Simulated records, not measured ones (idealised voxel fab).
process module | voxel double patterning
cross-section cut | 235 nm wide | cells 5 nm
A cross-section is a grid of square cells, given in bands from the top down. A band is one or more rows of cells.
Each band's line starts with the height of the band's top and of its bottom, in nm. Then come its materials from left to right, each with its width in nm. One material with "throughout" fills the band from edge to edge. "air" is empty space.
Height 0 is the level under which the wafer as received is all one material. The lowest band goes on downwards, as in "0 down".
A width such as "30 to 40" changes by the same amount from each row of cells to the next, from the band's top row to its bottom row.
"no change" after a step means that no cell of the cross-section changed.
closed voids: empty space of 8 cells or more with no open way to the top, each as width x height at its distance from the left edge, in nm
after a step's settings: what the simulator itself notes on the step
overlay nm, on a step with a mask: how far to the right of its planned place the mask lay; to the left if negative
plan
1 op RECEIVE | material Si
2 op CONFORMAL_DEP | material SiO2 | thk nm 10
3 op DIRECTIONAL_DEP | material W | thk nm 15
4 op DIRECTIONAL_DEP | material SiN | thk nm 5
5 op PATTERN | tone open | mask id FIRST | material resist | width nm 15 | pitch nm 50 | thk nm 20 | overlay nm 0
6 op DIRECTIONAL_ETCH | etch materials SiN | depth nm 5
7 op STRIP | etch materials resist
8 op MASKED_ETCH | tone open | mask id SECOND | width nm 15 | etch materials SiN | depth nm 5 | overlay nm 0
9 op DIRECTIONAL_ETCH | etch materials W | depth nm 15
10 op STRIP | etch materials SiN
varied across the wafers: width nm of step 5. The plan shows the first wafer's value. All wafers start alike
first wafer as received, after step 1
  0 down: Si throughout
  closed voids: none
first wafer at the end, after step 10
  25 to 10: W 85 | air 15 | W 10 | air 15 | W 10 | air 15 | W 85
  10 to 0: SiO2 throughout
  0 down: Si throughout
  closed voids: none
last wafer at the end
  25 to 10: W 80 | air 45 | W 5 | air 30 | W 75
  10 to 0: SiO2 throughout
  0 down: Si throughout
  closed voids: none
each wafer at the end: cells of each material gained (+) or lost (-) since it was received, then its closed voids
width nm 15 | +94 SiO2 | +114 W | closed voids: none
width nm 20 | +94 SiO2 | +108 W | closed voids: none
width nm 25 | +94 SiO2 | +102 W | closed voids: none
width nm 30 | +94 SiO2 | +96 W | closed voids: none
